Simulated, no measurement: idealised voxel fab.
This section sets out a process module, namely voxel released beams.
Section cut is 265 nm wide and gridded with 5 nm square cells.
Bands, listed from the top down, are how a cross-section gets written in this document; the cross-section itself is a grid of square cells, and a band is one or more rows of them. Quick guide to a band line: top height, bottom height (nm) up front; then every material left to right with its width in nm. Only one material and it's marked "throughout"? Then it fills the band edge to edge. And "empty" just means empty space. Height datum 0, below which the as-received substrate wafer is one material. Lowest band open at the bottom, running downward: "top 0, no bottom". Width spec "30->40" -> top row of cells at first value, bottom row at second value, equal per-row change in between. Key: "changes: none" - step with no changed cell in the cross-section. "Unvented voids": sealed empty spaces, 8 cells or more, no open way to top, listed width x height at distance, with distance from the left edge and width, height and distance in nm. What comes after the settings on a step's line is commentary from the simulator itself on that step. Each step line may optionally specify "overlay nm", which for a step with a mask gives the rightward distance between the mask's planned place and where it lay, a negative value indicating the leftward direction.
[Listed below are the process steps as planned]
1. RECEIVE [material Si]
2. CONFORMAL_DEP [material SiN] [thk nm 10]
3. DIRECTIONAL_DEP [material SiO2] [thk nm 15]
4. PATTERN [tone open] [mask id ANCHOR] [material resist] [width nm 40] [thk nm 15] [overlay nm 0]
5. DIRECTIONAL_ETCH [etch materials SiO2] [depth nm 15]
6. STRIP [etch materials resist]
7. CONFORMAL_DEP [material W] [thk nm 15]
8. DIRECTIONAL_DEP [material aC] [thk nm 10]
9. PATTERN [tone cover] [mask id BEAM] [material resist] [width nm 90] [thk nm 30] [overlay nm 0]
10. DIRECTIONAL_ETCH [etch materials aC] [depth nm 10]
11. STRIP [etch materials resist]
12. DIRECTIONAL_ETCH [etch materials W] [depth nm 15]
13. STRIP [etch materials aC]
14. STRIP [etch materials SiO2]
[Cross-section: wafer on arrival = after step 1]
top 0, no bottom | Si throughout
Unvented voids: none
[First of two wafers: cross-section at end of module, run per plan]
top 40, bottom 25 | 85 of empty  20 of W  10 of empty  60 of W  90 of empty
top 25, bottom 10 | 90 of empty  40 of W  135 of empty
top 10, bottom 0 | SiN throughout
top 0, no bottom | Si throughout
Unvented voids: none
[Cross-sectional view: second of two wafers, end of module; start and plan identical to the first, one mistake in running]
top 35, bottom 20 | 85 of empty  20 of W  10 of empty  60 of W  90 of empty
top 20, bottom 5 | 90 of empty  40 of W  135 of empty
top 5, bottom 0 | SiN throughout
top 0, no bottom | Si throughout
Unvented voids: none
Deviation noted in wafer processing: the process deviated at step 2: the operation and settings actually run there were CONFORMAL_DEP [material SiN] [thk nm 5]
Counted in cells at the end, the second wafer holds more or fewer of these materials than the first: 53 fewer of SiN
